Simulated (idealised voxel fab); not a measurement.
process module | voxel transistor to metal
cross-section cut | 215 nm wide | cells 5 nm
A cross-section is a grid of square cells, given in bands from the top down. A band is one or more rows of cells.
Each band's line starts with the height of the band's top and of its bottom, in nm. Then come its materials from left to right, each with its width in nm. One material with "throughout" fills the band from edge to edge. "air" is empty space.
Height 0 is the level under which the wafer as received is all one material. The lowest band goes on downwards, as in "0 down".
A width such as "30 to 40" changes by the same amount from each row of cells to the next, from the band's top row to its bottom row.
"no change" after a step means that no cell of the cross-section changed.
closed voids: empty space of 8 cells or more with no open way to the top, each as width x height at its distance from the left edge, in nm
after a step's settings: what the simulator itself notes on the step
overlay nm, on a step with a mask: how far to the right of its planned place the mask lay; to the left if negative
plan
1 op RECEIVE | material Si
2 op OXIDIZE | depth nm 5
3 op CONFORMAL_DEP | material SiN | thk nm 15
4 op MASKED_ETCH | tone cover | mask id ACTIVE | width nm 135 | etch materials SiN | depth nm 15 | overlay nm 0
5 op MASKED_ETCH | tone cover | mask id ACTIVE | width nm 135 | etch materials SiO2 | depth nm 5 | overlay nm 0
6 op MASKED_ETCH | tone cover | mask id ACTIVE | width nm 135 | etch materials Si | depth nm 35 | overlay nm 0
7 op OXIDIZE | depth nm 5
8 op FILL_DEP | material SiO2 | thk nm 5
9 op CMP | height nm 15
10 op SELECTIVE_ETCH | etch materials SiO2 | depth nm 10
11 op STRIP | etch materials SiN
12 op SELECTIVE_ETCH | etch materials SiO2 | depth nm 5
13 op OXIDIZE | depth nm 5
14 op DIRECTIONAL_DEP | material polySi | thk nm 25
15 op DIRECTIONAL_DEP | material SiCN | thk nm 10
16 op PATTERN | tone cover | mask id GATE | material resist | width nm 35 | thk nm 15 | overlay nm 0
17 op DIRECTIONAL_ETCH | etch materials SiCN | depth nm 20
18 op DIRECTIONAL_ETCH | etch materials polySi | depth nm 35
19 op STRIP | etch materials resist
20 op CONFORMAL_DEP | material SiO2 | thk nm 5
21 op DIRECTIONAL_ETCH | etch materials SiO2 | depth nm 5
22 op CONFORMAL_DEP | material SiN | thk nm 5
23 op DIRECTIONAL_ETCH | etch materials SiN | depth nm 5
24 op DIRECTIONAL_ETCH | etch materials SiO2 | depth nm 5
25 op DIRECTIONAL_ETCH | etch materials Si | depth nm 5
26 op EPI | material pSi | thk nm 5
27 op FILL_DEP | material SiO2 | thk nm 10
28 op CMP | height nm 20
29 op STRIP | etch materials polySi
30 op SELECTIVE_ETCH | etch materials SiO2 | depth nm 5
31 op CONFORMAL_DEP | material HfO2 | thk nm 5
32 op CONFORMAL_DEP | material TiN | thk nm 5
33 op FILL_DEP | material W | thk nm 5
34 op CMP | height nm 15
35 op DIRECTIONAL_DEP | material SiO2 | thk nm 15
36 op MASKED_ETCH | tone open | mask id CONTACT | width nm 20 | pitch nm 95 | etch materials SiO2 | depth nm 40 | overlay nm 0
37 op CONFORMAL_DEP | material TiN | thk nm 5
38 op FILL_DEP | material Ru | thk nm 10
39 op CMP | height nm 30
40 op DIRECTIONAL_DEP | material TiN | thk nm 5
41 op DIRECTIONAL_DEP | material W | thk nm 20
42 op PATTERN | tone cover | mask id METAL_1 | material resist | width nm 20 | pitch nm 95 | thk nm 15 | overlay nm 0
43 op DIRECTIONAL_ETCH | etch materials W | depth nm 20
44 op DIRECTIONAL_ETCH | etch materials TiN | depth nm 5
45 op STRIP | etch materials resist
46 op CONFORMAL_DEP | material SiCN | thk nm 5
47 op FILL_DEP | material lowk | thk nm 5
48 op CMP | height nm 55
49 op CONFORMAL_DEP | material SiCN | thk nm 5
50 op DIRECTIONAL_DEP | material lowk | thk nm 25
51 op PATTERN | tone open | mask id METAL_2_HOLES | material resist | width nm 15 | pitch nm 95 | thk nm 20 | overlay nm 0
52 op DIRECTIONAL_ETCH | etch materials lowk | depth nm 25
53 op STRIP | etch materials resist
54 op DIRECTIONAL_DEP | material aC | thk nm 10
55 op PATTERN | tone open | mask id METAL_2 | material resist | width nm 20 | pitch nm 95 | thk nm 25 | overlay nm 0
56 op DIRECTIONAL_ETCH | etch materials aC | depth nm 10
57 op STRIP | etch materials resist
58 op DIRECTIONAL_ETCH | etch materials lowk | depth nm 15
59 op DIRECTIONAL_ETCH | etch materials SiCN | depth nm 5
60 op STRIP | etch materials aC
61 op CONFORMAL_DEP | material TiN | thk nm 5
62 op FILL_DEP | material Ru | thk nm 5
63 op CMP | height nm 85
64 op CONFORMAL_DEP | material SiCN | thk nm 5
first wafer, as planned
as received, after step 1
  0 down: Si throughout
  closed voids: none
after step 2
  0 to -5: SiO2 throughout
  below -5: unchanged
after step 3
  15 to 0: SiN throughout
  below 0: unchanged
after step 4
  15 to 0: air 40 | SiN 135 | air 40
  below 0: unchanged
after step 5
  15 to 0: air 40 | SiN 135 | air 40
  0 to -5: air 40 | SiO2 135 | air 40
  below -5: unchanged
after step 6
  15 to 0: air 40 | SiN 135 | air 40
  0 to -5: air 40 | SiO2 135 | air 40
  -5 to -40: air 40 | Si 135 | air 40
  below -40: unchanged
after step 7
  15 to 0: air 40 | SiN 135 | air 40
  0 to -5: air 40 | SiO2 135 | air 40
  -5 to -40: air 40 | SiO2 5 | Si 125 | SiO2 5 | air 40
  -40 to -45: SiO2 45 | Si 125 | SiO2 45
  below -45: unchanged
after step 8
  20 to 15: SiO2 throughout
  15 to 0: SiO2 40 | SiN 135 | SiO2 40
  0 to -5: SiO2 throughout
  -5 to -45: SiO2 45 | Si 125 | SiO2 45
  below -45: unchanged
after step 9
  15 to 0: SiO2 40 | SiN 135 | SiO2 40
  below 0: unchanged
after step 10
  15 to 5: air 40 | SiN 135 | air 40
  below 5: unchanged
after step 11
  5 to 0: SiO2 40 | air 135 | SiO2 40
  below 0: unchanged
after step 12
  0 to -5: SiO2 35 | air 145 | SiO2 35
  below -5: unchanged
after step 13
  0 to -5: SiO2 35 | air 145 | SiO2 35
  -5 to -10: SiO2 throughout
  below -10: unchanged
after step 14
  25 to 20: polySi 35 | air 145 | polySi 35
  20 to 0: polySi throughout
  0 to -5: SiO2 35 | polySi 145 | SiO2 35
  below -5: unchanged
after step 15
  35 to 30: SiCN 35 | air 145 | SiCN 35
  30 to 25: SiCN throughout
  25 to 20: polySi 35 | SiCN 145 | polySi 35
  below 20: unchanged
after step 16
  50 to 35: air 90 | resist 35 | air 90
  35 to 30: SiCN 35 | air 55 | resist 35 | air 55 | SiCN 35
  below 30: unchanged
after step 17
  50 to 30: air 90 | resist 35 | air 90
  30 to 25: air 90 | SiCN 35 | air 90
  25 to 20: polySi 35 | air 55 | SiCN 35 | air 55 | polySi 35
  below 20: unchanged
after step 18
  50 to 30: air 90 | resist 35 | air 90
  30 to 20: air 90 | SiCN 35 | air 90
  20 to 0: air 90 | polySi 35 | air 90
  0 to -5: SiO2 35 | air 55 | polySi 35 | air 55 | SiO2 35
  below -5: unchanged
after step 19
  30 to 20: air 90 | SiCN 35 | air 90
  below 20: unchanged
after step 20
  35 to 30: air 85 | SiO2 45 | air 85
  30 to 20: air 85 | SiO2 5 | SiCN 35 | SiO2 5 | air 85
  20 to 5: air 85 | SiO2 5 | polySi 35 | SiO2 5 | air 85
  5 to 0: SiO2 40 | air 45 | SiO2 5 | polySi 35 | SiO2 5 | air 45 | SiO2 40
  0 to -5: SiO2 90 | polySi 35 | SiO2 90
  below -5: unchanged
after step 21
  30 to 20: air 85 | SiO2 5 | SiCN 35 | SiO2 5 | air 85
  20 to 0: air 85 | SiO2 5 | polySi 35 | SiO2 5 | air 85
  0 to -5: SiO2 40 | air 45 | SiO2 5 | polySi 35 | SiO2 5 | air 45 | SiO2 40
  below -5: unchanged
after step 22
  35 to 30: air 80 | SiN 55 | air 80
  30 to 20: air 80 | SiN 5 | SiO2 5 | SiCN 35 | SiO2 5 | SiN 5 | air 80
  20 to 5: air 80 | SiN 5 | SiO2 5 | polySi 35 | SiO2 5 | SiN 5 | air 80
  5 to 0: SiN 45 | air 35 | SiN 5 | SiO2 5 | polySi 35 | SiO2 5 | SiN 5 | air 35 | SiN 45
  0 to -5: SiO2 40 | SiN 45 | SiO2 5 | polySi 35 | SiO2 5 | SiN 45 | SiO2 40
  below -5: unchanged
after step 23
  30 to 20: air 80 | SiN 5 | SiO2 5 | SiCN 35 | SiO2 5 | SiN 5 | air 80
  20 to 0: air 80 | SiN 5 | SiO2 5 | polySi 35 | SiO2 5 | SiN 5 | air 80
  0 to -5: SiO2 40 | SiN 5 | air 35 | SiN 5 | SiO2 5 | polySi 35 | SiO2 5 | SiN 5 | air 35 | SiN 5 | SiO2 40
  below -5: unchanged
after step 24
  30 to 25: air 80 | SiN 5 | air 5 | SiCN 35 | air 5 | SiN 5 | air 80
  25 to 20: air 80 | SiN 5 | SiO2 5 | SiCN 35 | SiO2 5 | SiN 5 | air 80
  20 to 0: air 80 | SiN 5 | SiO2 5 | polySi 35 | SiO2 5 | SiN 5 | air 80
  0 to -5: air 40 | SiN 5 | air 35 | SiN 5 | SiO2 5 | polySi 35 | SiO2 5 | SiN 5 | air 35 | SiN 5 | air 40
  -5 to -10: SiO2 45 | air 35 | SiO2 55 | air 35 | SiO2 45
  below -10: unchanged
after step 25
  30 to 25: air 80 | SiN 5 | air 5 | SiCN 35 | air 5 | SiN 5 | air 80
  25 to 20: air 80 | SiN 5 | SiO2 5 | SiCN 35 | SiO2 5 | SiN 5 | air 80
  20 to 0: air 80 | SiN 5 | SiO2 5 | polySi 35 | SiO2 5 | SiN 5 | air 80
  0 to -5: air 40 | SiN 5 | air 35 | SiN 5 | SiO2 5 | polySi 35 | SiO2 5 | SiN 5 | air 35 | SiN 5 | air 40
  -5 to -10: SiO2 45 | air 35 | SiO2 55 | air 35 | SiO2 45
  -10 to -15: SiO2 45 | air 35 | Si 55 | air 35 | SiO2 45
  below -15: unchanged
after step 26
  30 to 25: air 80 | SiN 5 | air 5 | SiCN 35 | air 5 | SiN 5 | air 80
  25 to 20: air 80 | SiN 5 | SiO2 5 | SiCN 35 | SiO2 5 | SiN 5 | air 80
  20 to 0: air 80 | SiN 5 | SiO2 5 | polySi 35 | SiO2 5 | SiN 5 | air 80
  0 to -5: air 40 | SiN 5 | air 35 | SiN 5 | SiO2 5 | polySi 35 | SiO2 5 | SiN 5 | air 35 | SiN 5 | air 40
  -5 to -10: SiO2 45 | air 30 | pSi 5 | SiO2 55 | pSi 5 | air 30 | SiO2 45
  -10 to -15: SiO2 45 | pSi 35 | Si 55 | pSi 35 | SiO2 45
  below -15: unchanged
after step 27
  40 to 30: SiO2 throughout
  30 to 20: SiO2 80 | SiN 5 | SiO2 5 | SiCN 35 | SiO2 5 | SiN 5 | SiO2 80
  20 to 0: SiO2 80 | SiN 5 | SiO2 5 | polySi 35 | SiO2 5 | SiN 5 | SiO2 80
  0 to -5: SiO2 40 | SiN 5 | SiO2 35 | SiN 5 | SiO2 5 | polySi 35 | SiO2 5 | SiN 5 | SiO2 35 | SiN 5 | SiO2 40
  -5 to -10: SiO2 75 | pSi 5 | SiO2 55 | pSi 5 | SiO2 75
  below -10: unchanged
after step 28
  20 to 0: SiO2 80 | SiN 5 | SiO2 5 | polySi 35 | SiO2 5 | SiN 5 | SiO2 80
  below 0: unchanged
after step 29
  20 to 0: SiO2 80 | SiN 5 | SiO2 5 | air 35 | SiO2 5 | SiN 5 | SiO2 80
  0 to -5: SiO2 40 | SiN 5 | SiO2 35 | SiN 5 | SiO2 5 | air 35 | SiO2 5 | SiN 5 | SiO2 35 | SiN 5 | SiO2 40
  below -5: unchanged
after step 30
  20 to 15: air 80 | SiN 5 | air 45 | SiN 5 | air 80
  15 to 0: SiO2 80 | SiN 5 | air 45 | SiN 5 | SiO2 80
  0 to -5: SiO2 40 | SiN 5 | SiO2 35 | SiN 5 | air 45 | SiN 5 | SiO2 35 | SiN 5 | SiO2 40
  -5 to -10: SiO2 75 | pSi 5 | SiO2 5 | air 45 | SiO2 5 | pSi 5 | SiO2 75
  below -10: unchanged
after step 31
  25 to 20: air 75 | HfO2 15 | air 35 | HfO2 15 | air 75
  20 to 15: HfO2 80 | SiN 5 | HfO2 5 | air 35 | HfO2 5 | SiN 5 | HfO2 80
  15 to 0: SiO2 80 | SiN 5 | HfO2 5 | air 35 | HfO2 5 | SiN 5 | SiO2 80
  0 to -5: SiO2 40 | SiN 5 | SiO2 35 | SiN 5 | HfO2 5 | air 35 | HfO2 5 | SiN 5 | SiO2 35 | SiN 5 | SiO2 40
  -5 to -10: SiO2 75 | pSi 5 | SiO2 5 | HfO2 45 | SiO2 5 | pSi 5 | SiO2 75
  below -10: unchanged
after step 32
  30 to 25: air 70 | TiN 25 | air 25 | TiN 25 | air 70
  25 to 20: TiN 75 | HfO2 15 | TiN 5 | air 25 | TiN 5 | HfO2 15 | TiN 75
  20 to 15: HfO2 80 | SiN 5 | HfO2 5 | TiN 5 | air 25 | TiN 5 | HfO2 5 | SiN 5 | HfO2 80
  15 to 0: SiO2 80 | SiN 5 | HfO2 5 | TiN 5 | air 25 | TiN 5 | HfO2 5 | SiN 5 | SiO2 80
  0 to -5: SiO2 40 | SiN 5 | SiO2 35 | SiN 5 | HfO2 5 | TiN 35 | HfO2 5 | SiN 5 | SiO2 35 | SiN 5 | SiO2 40
  below -5: unchanged
after step 33
  35 to 30: W throughout
  30 to 25: W 70 | TiN 25 | W 25 | TiN 25 | W 70
  25 to 20: TiN 75 | HfO2 15 | TiN 5 | W 25 | TiN 5 | HfO2 15 | TiN 75
  20 to 15: HfO2 80 | SiN 5 | HfO2 5 | TiN 5 | W 25 | TiN 5 | HfO2 5 | SiN 5 | HfO2 80
  15 to 0: SiO2 80 | SiN 5 | HfO2 5 | TiN 5 | W 25 | TiN 5 | HfO2 5 | SiN 5 | SiO2 80
  below 0: unchanged
after step 34
  15 to 0: SiO2 80 | SiN 5 | HfO2 5 | TiN 5 | W 25 | TiN 5 | HfO2 5 | SiN 5 | SiO2 80
  below 0: unchanged
after step 35
  30 to 15: SiO2 throughout
  below 15: unchanged
after step 36
  30 to 15: SiO2 50 | air 20 | SiO2 75 | air 20 | SiO2 50
  15 to 0: SiO2 50 | air 20 | SiO2 10 | SiN 5 | HfO2 5 | TiN 5 | W 25 | TiN 5 | HfO2 5 | SiN 5 | SiO2 10 | air 20 | SiO2 50
  0 to -5: SiO2 40 | SiN 5 | SiO2 5 | air 20 | SiO2 10 | SiN 5 | HfO2 5 | TiN 35 | HfO2 5 | SiN 5 | SiO2 10 | air 20 | SiO2 5 | SiN 5 | SiO2 40
  -5 to -10: SiO2 50 | air 20 | SiO2 5 | pSi 5 | SiO2 5 | HfO2 45 | SiO2 5 | pSi 5 | SiO2 5 | air 20 | SiO2 50
  below -10: unchanged
after step 37
  35 to 30: TiN 55 | air 10 | TiN 85 | air 10 | TiN 55
  30 to 15: SiO2 50 | TiN 5 | air 10 | TiN 5 | SiO2 75 | TiN 5 | air 10 | TiN 5 | SiO2 50
  15 to 0: SiO2 50 | TiN 5 | air 10 | TiN 5 | SiO2 10 | SiN 5 | HfO2 5 | TiN 5 | W 25 | TiN 5 | HfO2 5 | SiN 5 | SiO2 10 | TiN 5 | air 10 | TiN 5 | SiO2 50
  0 to -5: SiO2 40 | SiN 5 | SiO2 5 | TiN 5 | air 10 | TiN 5 | SiO2 10 | SiN 5 | HfO2 5 | TiN 35 | HfO2 5 | SiN 5 | SiO2 10 | TiN 5 | air 10 | TiN 5 | SiO2 5 | SiN 5 | SiO2 40
  -5 to -10: SiO2 50 | TiN 20 | SiO2 5 | pSi 5 | SiO2 5 | HfO2 45 | SiO2 5 | pSi 5 | SiO2 5 | TiN 20 | SiO2 50
  below -10: unchanged
after step 38
  45 to 35: Ru throughout
  35 to 30: TiN 55 | Ru 10 | TiN 85 | Ru 10 | TiN 55
  30 to 15: SiO2 50 | TiN 5 | Ru 10 | TiN 5 | SiO2 75 | TiN 5 | Ru 10 | TiN 5 | SiO2 50
  15 to 0: SiO2 50 | TiN 5 | Ru 10 | TiN 5 | SiO2 10 | SiN 5 | HfO2 5 | TiN 5 | W 25 | TiN 5 | HfO2 5 | SiN 5 | SiO2 10 | TiN 5 | Ru 10 | TiN 5 | SiO2 50
  0 to -5: SiO2 40 | SiN 5 | SiO2 5 | TiN 5 | Ru 10 | TiN 5 | SiO2 10 | SiN 5 | HfO2 5 | TiN 35 | HfO2 5 | SiN 5 | SiO2 10 | TiN 5 | Ru 10 | TiN 5 | SiO2 5 | SiN 5 | SiO2 40
  below -5: unchanged
after step 39
  30 to 15: SiO2 50 | TiN 5 | Ru 10 | TiN 5 | SiO2 75 | TiN 5 | Ru 10 | TiN 5 | SiO2 50
  below 15: unchanged
after step 40
  35 to 30: TiN throughout
  below 30: unchanged
after step 41
  55 to 35: W throughout
  below 35: unchanged
after step 42
  70 to 55: air 50 | resist 20 | air 75 | resist 20 | air 50
  below 55: unchanged
after step 43
  70 to 55: air 50 | resist 20 | air 75 | resist 20 | air 50
  55 to 35: air 50 | W 20 | air 75 | W 20 | air 50
  below 35: unchanged
after step 44
  70 to 55: air 50 | resist 20 | air 75 | resist 20 | air 50
  55 to 35: air 50 | W 20 | air 75 | W 20 | air 50
  35 to 30: air 50 | TiN 20 | air 75 | TiN 20 | air 50
  below 30: unchanged
after step 45
  55 to 35: air 50 | W 20 | air 75 | W 20 | air 50
  below 35: unchanged
after step 46
  60 to 55: air 45 | SiCN 30 | air 65 | SiCN 30 | air 45
  55 to 35: air 45 | SiCN 5 | W 20 | SiCN 5 | air 65 | SiCN 5 | W 20 | SiCN 5 | air 45
  35 to 30: SiCN 50 | TiN 20 | SiCN 75 | TiN 20 | SiCN 50
  below 30: unchanged
after step 47
  65 to 60: lowk throughout
  60 to 55: lowk 45 | SiCN 30 | lowk 65 | SiCN 30 | lowk 45
  55 to 35: lowk 45 | SiCN 5 | W 20 | SiCN 5 | lowk 65 | SiCN 5 | W 20 | SiCN 5 | lowk 45
  below 35: unchanged
after step 48
  55 to 35: lowk 45 | SiCN 5 | W 20 | SiCN 5 | lowk 65 | SiCN 5 | W 20 | SiCN 5 | lowk 45
  below 35: unchanged
after step 49
  60 to 55: SiCN throughout
  below 55: unchanged
after step 50
  85 to 60: lowk throughout
  below 60: unchanged
after step 51
  105 to 85: resist 50 | air 15 | resist 80 | air 15 | resist 55
  below 85: unchanged
after step 52
  105 to 85: resist 50 | air 15 | resist 80 | air 15 | resist 55
  85 to 60: lowk 50 | air 15 | lowk 80 | air 15 | lowk 55
  below 60: unchanged
after step 53
  85 to 60: lowk 50 | air 15 | lowk 80 | air 15 | lowk 55
  below 60: unchanged
after step 54
  95 to 85: aC 50 | air 15 | aC 80 | air 15 | aC 55
  85 to 70: lowk 50 | air 15 | lowk 80 | air 15 | lowk 55
  70 to 60: lowk 50 | aC 15 | lowk 80 | aC 15 | lowk 55
  below 60: unchanged
after step 55
  120 to 95: resist 50 | air 20 | resist 75 | air 20 | resist 50
  below 95: unchanged
after step 56
  110 to 95: resist 50 | air 20 | resist 75 | air 20 | resist 50
  95 to 85: aC 50 | air 20 | aC 75 | air 20 | aC 50
  85 to 60: lowk 50 | air 15 | lowk 80 | air 15 | lowk 55
  below 60: unchanged
after step 57
  95 to 85: aC 50 | air 20 | aC 75 | air 20 | aC 50
  below 85: unchanged
after step 58
  95 to 85: aC 50 | air 20 | aC 75 | air 20 | aC 50
  85 to 70: lowk 50 | air 20 | lowk 75 | air 20 | lowk 50
  below 70: unchanged
after step 59
  95 to 85: aC 50 | air 20 | aC 75 | air 20 | aC 50
  85 to 70: lowk 50 | air 20 | lowk 75 | air 20 | lowk 50
  70 to 60: lowk 50 | air 15 | lowk 80 | air 15 | lowk 55
  60 to 55: SiCN 50 | air 15 | SiCN 80 | air 15 | SiCN 55
  below 55: unchanged
after step 60
  85 to 70: lowk 50 | air 20 | lowk 75 | air 20 | lowk 50
  below 70: unchanged
after step 61
  90 to 85: TiN 55 | air 10 | TiN 85 | air 10 | TiN 55
  85 to 75: lowk 50 | TiN 5 | air 10 | TiN 5 | lowk 75 | TiN 5 | air 10 | TiN 5 | lowk 50
  75 to 70: lowk 50 | TiN 5 | air 5 | TiN 10 | lowk 75 | TiN 5 | air 5 | TiN 10 | lowk 50
  70 to 60: lowk 50 | TiN 5 | air 5 | TiN 5 | lowk 80 | TiN 5 | air 5 | TiN 5 | lowk 55
  60 to 55: SiCN 50 | TiN 15 | SiCN 80 | TiN 15 | SiCN 55
  below 55: unchanged
after step 62
  95 to 90: Ru throughout
  90 to 85: TiN 55 | Ru 10 | TiN 85 | Ru 10 | TiN 55
  85 to 75: lowk 50 | TiN 5 | Ru 10 | TiN 5 | lowk 75 | TiN 5 | Ru 10 | TiN 5 | lowk 50
  75 to 70: lowk 50 | TiN 5 | Ru 5 | TiN 10 | lowk 75 | TiN 5 | Ru 5 | TiN 10 | lowk 50
  70 to 60: lowk 50 | TiN 5 | Ru 5 | TiN 5 | lowk 80 | TiN 5 | Ru 5 | TiN 5 | lowk 55
  below 60: unchanged
after step 63
  85 to 75: lowk 50 | TiN 5 | Ru 10 | TiN 5 | lowk 75 | TiN 5 | Ru 10 | TiN 5 | lowk 50
  below 75: unchanged
after step 64
  90 to 85: SiCN throughout
  below 85: unchanged
second wafer: like start, like plan, one mistake. Through step 35 it matches the first wafer
when step 36 should have ended
  30 to 15: SiO2 40 | air 20 | SiO2 75 | air 20 | SiO2 60
  15 to 0: SiO2 40 | air 20 | SiO2 20 | SiN 5 | HfO2 5 | TiN 5 | W 25 | TiN 5 | HfO2 5 | SiN 5 | air 20 | SiO2 60
  0 to -5: SiO2 40 | SiN 5 | air 15 | SiO2 20 | SiN 5 | HfO2 5 | TiN 35 | HfO2 5 | SiN 5 | air 20 | SiO2 15 | SiN 5 | SiO2 40
  -5 to -10: SiO2 45 | air 15 | SiO2 15 | pSi 5 | SiO2 5 | HfO2 45 | SiO2 5 | pSi 5 | air 15 | SiO2 60
  below -10: unchanged
when step 37 should have ended
  35 to 30: TiN 45 | air 10 | TiN 85 | air 10 | TiN 65
  30 to 15: SiO2 40 | TiN 5 | air 10 | TiN 5 | SiO2 75 | TiN 5 | air 10 | TiN 5 | SiO2 60
  15 to 5: SiO2 40 | TiN 5 | air 10 | TiN 5 | SiO2 20 | SiN 5 | HfO2 5 | TiN 5 | W 25 | TiN 5 | HfO2 5 | SiN 5 | TiN 5 | air 10 | TiN 5 | SiO2 60
  5 to 0: SiO2 40 | TiN 10 | air 5 | TiN 5 | SiO2 20 | SiN 5 | HfO2 5 | TiN 5 | W 25 | TiN 5 | HfO2 5 | SiN 5 | TiN 5 | air 10 | TiN 5 | SiO2 60
  0 to -5: SiO2 40 | SiN 5 | TiN 5 | air 5 | TiN 5 | SiO2 20 | SiN 5 | HfO2 5 | TiN 35 | HfO2 5 | SiN 5 | TiN 10 | air 5 | TiN 5 | SiO2 15 | SiN 5 | SiO2 40
  -5 to -10: SiO2 45 | TiN 15 | SiO2 15 | pSi 5 | SiO2 5 | HfO2 45 | SiO2 5 | pSi 5 | TiN 15 | SiO2 60
  below -10: unchanged
when step 38 should have ended
  45 to 35: Ru throughout
  35 to 30: TiN 45 | Ru 10 | TiN 85 | Ru 10 | TiN 65
  30 to 15: SiO2 40 | TiN 5 | Ru 10 | TiN 5 | SiO2 75 | TiN 5 | Ru 10 | TiN 5 | SiO2 60
  15 to 5: SiO2 40 | TiN 5 | Ru 10 | TiN 5 | SiO2 20 | SiN 5 | HfO2 5 | TiN 5 | W 25 | TiN 5 | HfO2 5 | SiN 5 | TiN 5 | Ru 10 | TiN 5 | SiO2 60
  5 to 0: SiO2 40 | TiN 10 | Ru 5 | TiN 5 | SiO2 20 | SiN 5 | HfO2 5 | TiN 5 | W 25 | TiN 5 | HfO2 5 | SiN 5 | TiN 5 | Ru 10 | TiN 5 | SiO2 60
  0 to -5: SiO2 40 | SiN 5 | TiN 5 | Ru 5 | TiN 5 | SiO2 20 | SiN 5 | HfO2 5 | TiN 35 | HfO2 5 | SiN 5 | TiN 10 | Ru 5 | TiN 5 | SiO2 15 | SiN 5 | SiO2 40
  below -5: unchanged
when step 39 should have ended
  30 to 15: SiO2 40 | TiN 5 | Ru 10 | TiN 5 | SiO2 75 | TiN 5 | Ru 10 | TiN 5 | SiO2 60
  below 15: unchanged
when step 40 should have ended
  35 to 30: TiN throughout
  below 30: unchanged
when step 41 should have ended
  55 to 35: W throughout
  below 35: unchanged
when step 42 should have ended
  70 to 55: air 50 | resist 20 | air 75 | resist 20 | air 50
  below 55: unchanged
when step 43 should have ended
  70 to 55: air 50 | resist 20 | air 75 | resist 20 | air 50
  55 to 35: air 50 | W 20 | air 75 | W 20 | air 50
  below 35: unchanged
when step 44 should have ended
  70 to 55: air 50 | resist 20 | air 75 | resist 20 | air 50
  55 to 35: air 50 | W 20 | air 75 | W 20 | air 50
  35 to 30: air 50 | TiN 20 | air 75 | TiN 20 | air 50
  below 30: unchanged
when step 45 should have ended
  55 to 35: air 50 | W 20 | air 75 | W 20 | air 50
  below 35: unchanged
when step 46 should have ended
  60 to 55: air 45 | SiCN 30 | air 65 | SiCN 30 | air 45
  55 to 35: air 45 | SiCN 5 | W 20 | SiCN 5 | air 65 | SiCN 5 | W 20 | SiCN 5 | air 45
  35 to 30: SiCN 50 | TiN 20 | SiCN 75 | TiN 20 | SiCN 50
  below 30: unchanged
when step 47 should have ended
  65 to 60: lowk throughout
  60 to 55: lowk 45 | SiCN 30 | lowk 65 | SiCN 30 | lowk 45
  55 to 35: lowk 45 | SiCN 5 | W 20 | SiCN 5 | lowk 65 | SiCN 5 | W 20 | SiCN 5 | lowk 45
  below 35: unchanged
when step 48 should have ended
  55 to 35: lowk 45 | SiCN 5 | W 20 | SiCN 5 | lowk 65 | SiCN 5 | W 20 | SiCN 5 | lowk 45
  below 35: unchanged
when step 49 should have ended
  60 to 55: SiCN throughout
  below 55: unchanged
when step 50 should have ended
  85 to 60: lowk throughout
  below 60: unchanged
when step 51 should have ended
  105 to 85: resist 50 | air 15 | resist 80 | air 15 | resist 55
  below 85: unchanged
when step 52 should have ended
  105 to 85: resist 50 | air 15 | resist 80 | air 15 | resist 55
  85 to 60: lowk 50 | air 15 | lowk 80 | air 15 | lowk 55
  below 60: unchanged
when step 53 should have ended
  85 to 60: lowk 50 | air 15 | lowk 80 | air 15 | lowk 55
  below 60: unchanged
when step 54 should have ended
  95 to 85: aC 50 | air 15 | aC 80 | air 15 | aC 55
  85 to 70: lowk 50 | air 15 | lowk 80 | air 15 | lowk 55
  70 to 60: lowk 50 | aC 15 | lowk 80 | aC 15 | lowk 55
  below 60: unchanged
when step 55 should have ended
  120 to 95: resist 50 | air 20 | resist 75 | air 20 | resist 50
  below 95: unchanged
when step 56 should have ended
  110 to 95: resist 50 | air 20 | resist 75 | air 20 | resist 50
  95 to 85: aC 50 | air 20 | aC 75 | air 20 | aC 50
  85 to 60: lowk 50 | air 15 | lowk 80 | air 15 | lowk 55
  below 60: unchanged
when step 57 should have ended
  95 to 85: aC 50 | air 20 | aC 75 | air 20 | aC 50
  below 85: unchanged
when step 58 should have ended
  95 to 85: aC 50 | air 20 | aC 75 | air 20 | aC 50
  85 to 70: lowk 50 | air 20 | lowk 75 | air 20 | lowk 50
  below 70: unchanged
when step 59 should have ended
  95 to 85: aC 50 | air 20 | aC 75 | air 20 | aC 50
  85 to 70: lowk 50 | air 20 | lowk 75 | air 20 | lowk 50
  70 to 60: lowk 50 | air 15 | lowk 80 | air 15 | lowk 55
  60 to 55: SiCN 50 | air 15 | SiCN 80 | air 15 | SiCN 55
  below 55: unchanged
when step 60 should have ended
  85 to 70: lowk 50 | air 20 | lowk 75 | air 20 | lowk 50
  below 70: unchanged
when step 61 should have ended
  90 to 85: TiN 55 | air 10 | TiN 85 | air 10 | TiN 55
  85 to 75: lowk 50 | TiN 5 | air 10 | TiN 5 | lowk 75 | TiN 5 | air 10 | TiN 5 | lowk 50
  75 to 70: lowk 50 | TiN 5 | air 5 | TiN 10 | lowk 75 | TiN 5 | air 5 | TiN 10 | lowk 50
  70 to 60: lowk 50 | TiN 5 | air 5 | TiN 5 | lowk 80 | TiN 5 | air 5 | TiN 5 | lowk 55
  60 to 55: SiCN 50 | TiN 15 | SiCN 80 | TiN 15 | SiCN 55
  below 55: unchanged
when step 62 should have ended
  95 to 90: Ru throughout
  90 to 85: TiN 55 | Ru 10 | TiN 85 | Ru 10 | TiN 55
  85 to 75: lowk 50 | TiN 5 | Ru 10 | TiN 5 | lowk 75 | TiN 5 | Ru 10 | TiN 5 | lowk 50
  75 to 70: lowk 50 | TiN 5 | Ru 5 | TiN 10 | lowk 75 | TiN 5 | Ru 5 | TiN 10 | lowk 50
  70 to 60: lowk 50 | TiN 5 | Ru 5 | TiN 5 | lowk 80 | TiN 5 | Ru 5 | TiN 5 | lowk 55
  below 60: unchanged
when step 63 should have ended
  85 to 75: lowk 50 | TiN 5 | Ru 10 | TiN 5 | lowk 75 | TiN 5 | Ru 10 | TiN 5 | lowk 50
  below 75: unchanged
when step 64 should have ended
  90 to 85: SiCN throughout
  below 85: unchanged
what went wrong: step 36 ran as: op MASKED_ETCH | tone open | mask id CONTACT | width nm 20 | pitch nm 95 | etch materials SiO2 | depth nm 40 | overlay nm -10
at the end the second wafer has, in cells: 3 fewer of Ru | 3 more of SiO2
